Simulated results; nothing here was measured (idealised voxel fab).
Module name: voxel transistor to metal (process module)
It is cross-section cut that appears here, measuring 155 nm in width, its square cells being 5 nm in size.
This document writes a cross-section as a grid whose cells are square, and gives it as bands, listed from the top down; one or more rows of cells form a band.
Heights first: top, then bottom, in nm. Then materials, left to right, each with a width in nm. "full width" on a single material: fills the band edge to edge. "blank": empty space.
It should be noted that heights are counted from 0, beneath which the wafer as supplied is of one material throughout, and that the lowest band possesses no lower boundary but continues downward, as written in "0..down".
With a width like "30 to 40", each row of cells in the band differs from the next by the same amount, the top row carrying the first number and the bottom row the second.
For the purposes of this document, the phrase "nothing got changed" attached to a step denotes that no cell within the cross-section was modified by that step.
Any empty space of 8 cells or more lacking an open way to the top shows up in "Enclosed void inventory" as width x height at distance, distance from the left edge, in nm.
Text after the settings on a step's line: the simulator's own remark on that step.
Among the settings permitted on a step's line is "overlay nm"; applied to a step with a mask, it specifies the extent to which the mask lay to the right of its planned position, whereas a negative figure signifies a position to the left.
Pairs from here to the end. Each: cross-section before one process step, cross-section after it, the latter only as far down as the lowest band that changed. Under each: the step between, and its settings. Mind that the pairs may be taken from different runs of this module on the same starting wafer; whether a pair continues from the pair above depends on its entry headed "Pre-step cross-section", and it does only where that entry says so.

-- Pre-step cross-section
	75..55 | resist (25) | blank (30) | resist (35) | blank (30) | resist (35)
	55..40 | SiO2 full width
	40..30 | SiO2 (50) | SiN (10) | SiO2 (5) | SiCN (25) | SiO2 (5) | SiN (10) | SiO2 (50)
	30..10 | SiO2 (50) | SiN (10) | SiO2 (5) | polySi (25) | SiO2 (5) | SiN (10) | SiO2 (50)
	10..0 | SiO2 (35) | nSi (15) | SiN (10) | SiO2 (5) | polySi (25) | SiO2 (5) | SiN (10) | nSi (15) | SiO2 (35)
	0..-5 | SiO2 (35) | nSi (15) | SiO2 (55) | nSi (15) | SiO2 (35)
	-5..-20 | SiO2 (30) | nSi (20) | Si (55) | nSi (20) | SiO2 (30)
	-20..-25 | SiO2 (30) | Si (95) | SiO2 (30)
	-25..down | Si full width
	Enclosed void inventory: none

-- after
	75..55 | resist (25) | blank (30) | resist (35) | blank (30) | resist (35)
	55..40 | SiO2 (25) | blank (30) | SiO2 (35) | blank (30) | SiO2 (35)
	40..30 | SiO2 (25) | blank (25) | SiN (10) | SiO2 (5) | SiCN (25) | blank (5) | SiN (10) | blank (15) | SiO2 (35)
	30..10 | SiO2 (25) | blank (25) | SiN (10) | SiO2 (5) | polySi (25) | blank (5) | SiN (10) | blank (15) | SiO2 (35)
	10..0 | SiO2 (25) | blank (10) | nSi (15) | SiN (10) | SiO2 (5) | polySi (25) | blank (5) | SiN (10) | nSi (15) | SiO2 (35)
	0..-5 | SiO2 (25) | blank (10) | nSi (15) | SiO2 (40) | blank (5) | SiO2 (10) | nSi (15) | SiO2 (35)
	Below -5, no change.
	Enclosed void inventory: none
Step, pre vs post cross-sections above: DIRECTIONAL_ETCH [etch materials SiO2] [depth nm 60]

Pre-step cross-section: The pre-step condition corresponds to the post-step cross-section depicted in the pair directly above.

-- after
	55..40 | SiO2 (25) | blank (30) | SiO2 (35) | blank (30) | SiO2 (35)
	Below 40, no change.
	Enclosed void inventory: none
Step, pre vs post cross-sections above: STRIP [etch materials resist]

Pre-step cross-section: The pre-step condition corresponds to the post-step cross-section depicted in the pair directly above.

-- after
	60..55 | TiN (30) | blank (20) | TiN (45) | blank (20) | TiN (40)
	55..45 | SiO2 (25) | TiN (5) | blank (20) | TiN (5) | SiO2 (35) | TiN (5) | blank (20) | TiN (5) | SiO2 (35)
	45..40 | SiO2 (25) | TiN (5) | blank (15) | TiN (10) | SiO2 (35) | TiN (20) | blank (5) | TiN (5) | SiO2 (35)
	40..30 | SiO2 (25) | TiN (5) | blank (15) | TiN (5) | SiN (10) | SiO2 (5) | SiCN (25) | TiN (5) | SiN (10) | TiN (5) | blank (5) | TiN (5) | SiO2 (35)
	30..15 | SiO2 (25) | TiN (5) | blank (15) | TiN (5) | SiN (10) | SiO2 (5) | polySi (25) | TiN (5) | SiN (10) | TiN (5) | blank (5) | TiN (5) | SiO2 (35)
	15..10 | SiO2 (25) | TiN (25) | SiN (10) | SiO2 (5) | polySi (25) | TiN (5) | SiN (10) | TiN (15) | SiO2 (35)
	10..0 | SiO2 (25) | TiN (10) | nSi (15) | SiN (10) | SiO2 (5) | polySi (25) | TiN (5) | SiN (10) | nSi (15) | SiO2 (35)
	0..-5 | SiO2 (25) | TiN (10) | nSi (15) | SiO2 (40) | TiN (5) | SiO2 (10) | nSi (15) | SiO2 (35)
	Below -5, no change.
	Enclosed void inventory: none
Step, pre vs post cross-sections above: CONFORMAL_DEP [material TiN] [thk nm 5]

Pre-step cross-section: The pre-step condition corresponds to the post-step cross-section depicted in the pair directly above.

-- after
	65..60 | Ru full width
	60..55 | TiN (30) | Ru (20) | TiN (45) | Ru (20) | TiN (40)
	55..45 | SiO2 (25) | TiN (5) | Ru (20) | TiN (5) | SiO2 (35) | TiN (5) | Ru (20) | TiN (5) | SiO2 (35)
	45..40 | SiO2 (25) | TiN (5) | Ru (15) | TiN (10) | SiO2 (35) | TiN (20) | Ru (5) | TiN (5) | SiO2 (35)
	40..30 | SiO2 (25) | TiN (5) | Ru (15) | TiN (5) | SiN (10) | SiO2 (5) | SiCN (25) | TiN (5) | SiN (10) | TiN (5) | Ru (5) | TiN (5) | SiO2 (35)
	30..15 | SiO2 (25) | TiN (5) | Ru (15) | TiN (5) | SiN (10) | SiO2 (5) | polySi (25) | TiN (5) | SiN (10) | TiN (5) | Ru (5) | TiN (5) | SiO2 (35)
	Below 15, no change.
	Enclosed void inventory: none
Step, pre vs post cross-sections above: FILL_DEP [material Ru] [thk nm 5]

Pre-step cross-section: The pre-step condition corresponds to the post-step cross-section depicted in the pair directly above.

-- after
	55..45 | SiO2 (25) | TiN (5) | Ru (20) | TiN (5) | SiO2 (35) | TiN (5) | Ru (20) | TiN (5) | SiO2 (35)
	Below 45, no change.
	Enclosed void inventory: none
Step, pre vs post cross-sections above: CMP [height nm 55]

Pre-step cross-section: The pre-step condition corresponds to the post-step cross-section depicted in the pair directly above.

-- after
	60..55 | SiCN full width
	Below 55, no change.
	Enclosed void inventory: none
Step, pre vs post cross-sections above: CONFORMAL_DEP [material SiCN] [thk nm 5]

Pre-step cross-section: The pre-step condition corresponds to the post-step cross-section depicted in the pair directly above.

-- after
	85..60 | SiO2 full width
	Below 60, no change.
	Enclosed void inventory: none
Step, pre vs post cross-sections above: DIRECTIONAL_DEP [material SiO2] [thk nm 25]

Pre-step cross-section: The pre-step condition corresponds to the post-step cross-section depicted in the pair directly above.

-- after
	85..60 | SiO2 (30) | blank (20) | SiO2 (55) | blank (20) | SiO2 (30)
	Below 60, no change.
	Enclosed void inventory: none
Step, pre vs post cross-sections above: MASKED_ETCH [tone open] [mask id METAL_1] [width nm 20] [pitch nm 75] [etch materials SiO2] [depth nm 25] [overlay nm 0]

Pre-step cross-section: The pre-step condition corresponds to the post-step cross-section depicted in the pair directly above.

-- after
	85..60 | SiO2 (30) | blank (20) | SiO2 (55) | blank (20) | SiO2 (30)
	60..55 | SiCN (30) | blank (20) | SiCN (55) | blank (20) | SiCN (30)
	Below 55, no change.
	Enclosed void inventory: none
Step, pre vs post cross-sections above: MASKED_ETCH [tone open] [mask id METAL_1] [width nm 20] [pitch nm 75] [etch materials SiCN] [depth nm 5] [overlay nm 0]

Pre-step cross-section: The pre-step condition corresponds to the post-step cross-section depicted in the pair directly above.

-- after
	90..85 | TiN (35) | blank (10) | TiN (65) | blank (10) | TiN (35)
	85..60 | SiO2 (30) | TiN (5) | blank (10) | TiN (5) | SiO2 (55) | TiN (5) | blank (10) | TiN (5) | SiO2 (30)
	60..55 | SiCN (30) | TiN (20) | SiCN (55) | TiN (20) | SiCN (30)
	Below 55, no change.
	Enclosed void inventory: none
Step, pre vs post cross-sections above: CONFORMAL_DEP [material TiN] [thk nm 5]

Pre-step cross-section: The pre-step condition corresponds to the post-step cross-section depicted in the pair directly above.

-- after
	95..90 | Cu full width
	90..85 | TiN (35) | Cu (10) | TiN (65) | Cu (10) | TiN (35)
	85..60 | SiO2 (30) | TiN (5) | Cu (10) | TiN (5) | SiO2 (55) | TiN (5) | Cu (10) | TiN (5) | SiO2 (30)
	Below 60, no change.
	Enclosed void inventory: none
Step, pre vs post cross-sections above: FILL_DEP [material Cu] [thk nm 5]

Pre-step cross-section: The pre-step condition corresponds to the post-step cross-section depicted in the pair directly above.

-- after
	85..60 | SiO2 (30) | TiN (5) | Cu (10) | TiN (5) | SiO2 (55) | TiN (5) | Cu (10) | TiN (5) | SiO2 (30)
	Below 60, no change.
	Enclosed void inventory: none
Step, pre vs post cross-sections above: CMP [height nm 85]

Pre-step cross-section: The pre-step condition corresponds to the post-step cross-section depicted in the pair directly above.

-- after
	90..85 | SiN full width
	Below 85, no change.
	Enclosed void inventory: none
Step, pre vs post cross-sections above: CONFORMAL_DEP [material SiN] [thk nm 5]

-- Pre-step cross-section
	55..45 | SiO2 (30) | TiN (5) | Ru (20) | TiN (5) | SiO2 (35) | TiN (5) | Ru (20) | TiN (5) | SiO2 (30)
	45..40 | SiO2 (30) | TiN (5) | Ru (10) | TiN (15) | SiO2 (35) | TiN (15) | Ru (10) | TiN (5) | SiO2 (30)
	40..30 | SiO2 (30) | TiN (5) | Ru (10) | TiN (5) | SiN (10) | SiO2 (5) | SiCN (25) | SiO2 (5) | SiN (10) | TiN (5) | Ru (10) | TiN (5) | SiO2 (30)
	30..15 | SiO2 (30) | TiN (5) | Ru (10) | TiN (5) | SiN (10) | SiO2 (5) | polySi (25) | SiO2 (5) | SiN (10) | TiN (5) | Ru (10) | TiN (5) | SiO2 (30)
	15..10 | SiO2 (30) | TiN (20) | SiN (10) | SiO2 (5) | polySi (25) | SiO2 (5) | SiN (10) | TiN (20) | SiO2 (30)
	10..0 | SiO2 (30) | TiN (5) | nSi (15) | SiN (10) | SiO2 (5) | polySi (25) | SiO2 (5) | SiN (10) | nSi (15) | TiN (5) | SiO2 (30)
	0..-5 | SiO2 (30) | TiN (5) | nSi (15) | SiO2 (55) | nSi (15) | TiN (5) | SiO2 (30)
	-5..-20 | SiO2 (30) | nSi (20) | Si (55) | nSi (20) | SiO2 (30)
	-20..-25 | SiO2 (30) | Si (95) | SiO2 (30)
	-25..down | Si full width
	Enclosed void inventory: none

-- after
	60..55 | Ru full width
	Below 55, no change.
	Enclosed void inventory: none
Step, pre vs post cross-sections above: CONFORMAL_DEP [material Ru] [thk nm 5]

Pre-step cross-section: The pre-step condition corresponds to the post-step cross-section depicted in the pair directly above.

-- after
	85..60 | SiO2 full width
	Below 60, no change.
	Enclosed void inventory: none
Step, pre vs post cross-sections above: DIRECTIONAL_DEP [material SiO2] [thk nm 25]

Pre-step cross-section: The pre-step condition corresponds to the post-step cross-section depicted in the pair directly above.

-- after
	85..60 | SiO2 (30) | blank (20) | SiO2 (55) | blank (20) | SiO2 (30)
	Below 60, no change.
	Enclosed void inventory: none
Step, pre vs post cross-sections above: MASKED_ETCH [tone open] [mask id METAL_1] [width nm 20] [pitch nm 75] [etch materials SiO2] [depth nm 25] [overlay nm 0]

Pre-step cross-section: The pre-step condition corresponds to the post-step cross-section depicted in the pair directly above.

-- after
	90..85 | TiN (35) | blank (10) | TiN (65) | blank (10) | TiN (35)
	85..65 | SiO2 (30) | TiN (5) | blank (10) | TiN (5) | SiO2 (55) | TiN (5) | blank (10) | TiN (5) | SiO2 (30)
	65..60 | SiO2 (30) | TiN (20) | SiO2 (55) | TiN (20) | SiO2 (30)
	Below 60, no change.
	Enclosed void inventory: none
Step, pre vs post cross-sections above: CONFORMAL_DEP [material TiN] [thk nm 5]

Pre-step cross-section: The pre-step condition corresponds to the post-step cross-section depicted in the pair directly above.

-- after
	95..90 | Cu full width
	90..85 | TiN (35) | Cu (10) | TiN (65) | Cu (10) | TiN (35)
	85..65 | SiO2 (30) | TiN (5) | Cu (10) | TiN (5) | SiO2 (55) | TiN (5) | Cu (10) | TiN (5) | SiO2 (30)
	Below 65, no change.
	Enclosed void inventory: none
Step, pre vs post cross-sections above: FILL_DEP [material Cu] [thk nm 5]

Pre-step cross-section: The pre-step condition corresponds to the post-step cross-section depicted in the pair directly above.

-- after
	85..65 | SiO2 (30) | TiN (5) | Cu (10) | TiN (5) | SiO2 (55) | TiN (5) | Cu (10) | TiN (5) | SiO2 (30)
	Below 65, no change.
	Enclosed void inventory: none
Step, pre vs post cross-sections above: CMP [height nm 85]

Pre-step cross-section: The pre-step condition corresponds to the post-step cross-section depicted in the pair directly above.

-- after
	90..85 | SiN full width
	Below 85, no change.
	Enclosed void inventory: none
Step, pre vs post cross-sections above: CONFORMAL_DEP [material SiN] [thk nm 5]

-- Pre-step cross-section
	85..60 | SiO2 full width
	60..55 | SiCN full width
	55..45 | SiO2 (30) | TiN (5) | Ru (20) | TiN (5) | SiO2 (35) | TiN (5) | Ru (20) | TiN (5) | SiO2 (30)
	45..40 | SiO2 (30) | TiN (5) | Ru (10) | TiN (15) | SiO2 (35) | TiN (15) | Ru (10) | TiN (5) | SiO2 (30)
	40..30 | SiO2 (30) | TiN (5) | Ru (10) | TiN (5) | SiN (10) | SiO2 (5) | SiCN (25) | SiO2 (5) | SiN (10) | TiN (5) | Ru (10) | TiN (5) | SiO2 (30)
	30..15 | SiO2 (30) | TiN (5) | Ru (10) | TiN (5) | SiN (10) | SiO2 (5) | polySi (25) | SiO2 (5) | SiN (10) | TiN (5) | Ru (10) | TiN (5) | SiO2 (30)
	15..10 | SiO2 (30) | TiN (20) | SiN (10) | SiO2 (5) | polySi (25) | SiO2 (5) | SiN (10) | TiN (20) | SiO2 (30)
	10..0 | SiO2 (30) | TiN (5) | nSi (15) | SiN (10) | SiO2 (5) | polySi (25) | SiO2 (5) | SiN (10) | nSi (15) | TiN (5) | SiO2 (30)
	0..-5 | SiO2 (30) | TiN (5) | nSi (15) | SiO2 (55) | nSi (15) | TiN (5) | SiO2 (30)
	-5..-20 | SiO2 (30) | nSi (20) | Si (55) | nSi (20) | SiO2 (30)
	-20..-25 | SiO2 (30) | Si (95) | SiO2 (30)
	-25..down | Si full width
	Enclosed void inventory: none

-- after
	85..60 | blank (30) | SiO2 (20) | blank (55) | SiO2 (20) | blank (30)
	Below 60, no change.
	Enclosed void inventory: none
Step, pre vs post cross-sections above: MASKED_ETCH [tone cover] [mask id METAL_1] [width nm 20] [pitch nm 75] [etch materials SiO2] [depth nm 25] [overlay nm 0]

Pre-step cross-section: The pre-step condition corresponds to the post-step cross-section depicted in the pair directly above.

-- after
	90..85 | blank (25) | TiN (30) | blank (45) | TiN (30) | blank (25)
	85..65 | blank (25) | TiN (5) | SiO2 (20) | TiN (5) | blank (45) | TiN (5) | SiO2 (20) | TiN (5) | blank (25)
	65..60 | TiN (30) | SiO2 (20) | TiN (55) | SiO2 (20) | TiN (30)
	Below 60, no change.
	Enclosed void inventory: none
Step, pre vs post cross-sections above: CONFORMAL_DEP [material TiN] [thk nm 5]

Pre-step cross-section: The pre-step condition corresponds to the post-step cross-section depicted in the pair directly above.

-- after
	95..90 | Cu full width
	90..85 | Cu (25) | TiN (30) | Cu (45) | TiN (30) | Cu (25)
	85..65 | Cu (25) | TiN (5) | SiO2 (20) | TiN (5) | Cu (45) | TiN (5) | SiO2 (20) | TiN (5) | Cu (25)
	Below 65, no change.
	Enclosed void inventory: none
Step, pre vs post cross-sections above: FILL_DEP [material Cu] [thk nm 5]

Pre-step cross-section: The pre-step condition corresponds to the post-step cross-section depicted in the pair directly above.

-- after
	85..65 | Cu (25) | TiN (5) | SiO2 (20) | TiN (5) | Cu (45) | TiN (5) | SiO2 (20) | TiN (5) | Cu (25)
	Below 65, no change.
	Enclosed void inventory: none
Step, pre vs post cross-sections above: CMP [height nm 85]

Pre-step cross-section: The pre-step condition corresponds to the post-step cross-section depicted in the pair directly above.

-- after
	90..85 | SiN full width
	Below 85, no change.
	Enclosed void inventory: none
Step, pre vs post cross-sections above: CONFORMAL_DEP [material SiN] [thk nm 5]
